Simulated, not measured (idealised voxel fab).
process module | voxel lift off
It is cross-section cut that appears here, measuring 200 nm in width, its square cells being 5 nm in size.
Cross-section layout: square cells on a grid; listed as bands, top to bottom; a band spans one or more cell rows.
For a band, the entry starts with two heights in nm, that of the top and then that of the bottom, and carries on with the band's materials in order from left to right, each alongside its width in nm; the word "throughout" beside a single material means it fills the band edge to edge, and "empty" means empty space.
Heights from 0 (as-received wafer is one material below). Bottom band endless downward, as "0 and below".
Note: "30..40" means the width goes from the first number (top row of the band) to the second number (bottom row) in equal steps per row of cells.
The cross-section has no changed cell in any step marked "changes: none".
Reported under the label "Closed void register" are the empty spaces having no open way to the top and comprising 8 cells or more; the notation for each is width x height at distance, in which the distance is measured from the left edge and all three values are in nm.
Whatever follows a step's settings on its line is a remark the simulator itself makes about that step.
overlay nm: where the mask lay relative to plan, measured to the right, on steps with a mask; negatives go left.
# Process steps foreseen in the plan
1) RECEIVE | material Si
2) CONFORMAL_DEP | material Al2O3 | thk nm 5
3) PATTERN | tone open | mask id LINES | material resist | width nm 20 | pitch nm 45 | thk nm 15 | overlay nm -15
4) DIRECTIONAL_DEP | material Ru | thk nm 5
5) STRIP | etch materials resist
6) CONFORMAL_DEP | material SiO2 | thk nm 5
Across this set of wafers, the varied parameter is the overlay nm of step 3. Starting conditions are identical for every wafer, and the plan reports the value assigned to the first wafer.
# Cross-sectional view of the first of several wafers in the as-received condition, corresponding to the state following step 1
0 and below: Si throughout
Closed void register: none
# Module finished, last step 6 done: cross-section of the first of several wafers
15 down to 10: 25 empty | 30 SiO2 | 15 empty | 30 SiO2 | 15 empty | 30 SiO2 | 55 empty
10 down to 5: 30 SiO2 | 20 Ru | 25 SiO2 | 20 Ru | 25 SiO2 | 20 Ru | 60 SiO2
5 down to 0: Al2O3 throughout
0 and below: Si throughout
Closed void register: none
# Here we cross-sectioned the last of the wafers once the module was done
15 down to 10: 55 empty | 30 SiO2 | 15 empty | 30 SiO2 | 15 empty | 30 SiO2 | 25 empty
10 down to 5: 60 SiO2 | 20 Ru | 25 SiO2 | 20 Ru | 25 SiO2 | 20 Ru | 30 SiO2
5 down to 0: Al2O3 throughout
0 and below: Si throughout
Closed void register: none
# wafer rows; end of module; cells per material since receipt: (+) gained, (-) lost; then closed voids
overlay nm -15; +40 Al2O3; +12 Ru; +46 SiO2; Closed void register: none
overlay nm -10; +40 Al2O3; +12 Ru; +46 SiO2; Closed void register: none
overlay nm -5; +40 Al2O3; +12 Ru; +46 SiO2; Closed void register: none
overlay nm 0; +40 Al2O3; +12 Ru; +46 SiO2; Closed void register: none
overlay nm 5; +40 Al2O3; +12 Ru; +46 SiO2; Closed void register: none
overlay nm 10; +40 Al2O3; +12 Ru; +46 SiO2; Closed void register: none
overlay nm 15; +40 Al2O3; +12 Ru; +46 SiO2; Closed void register: none
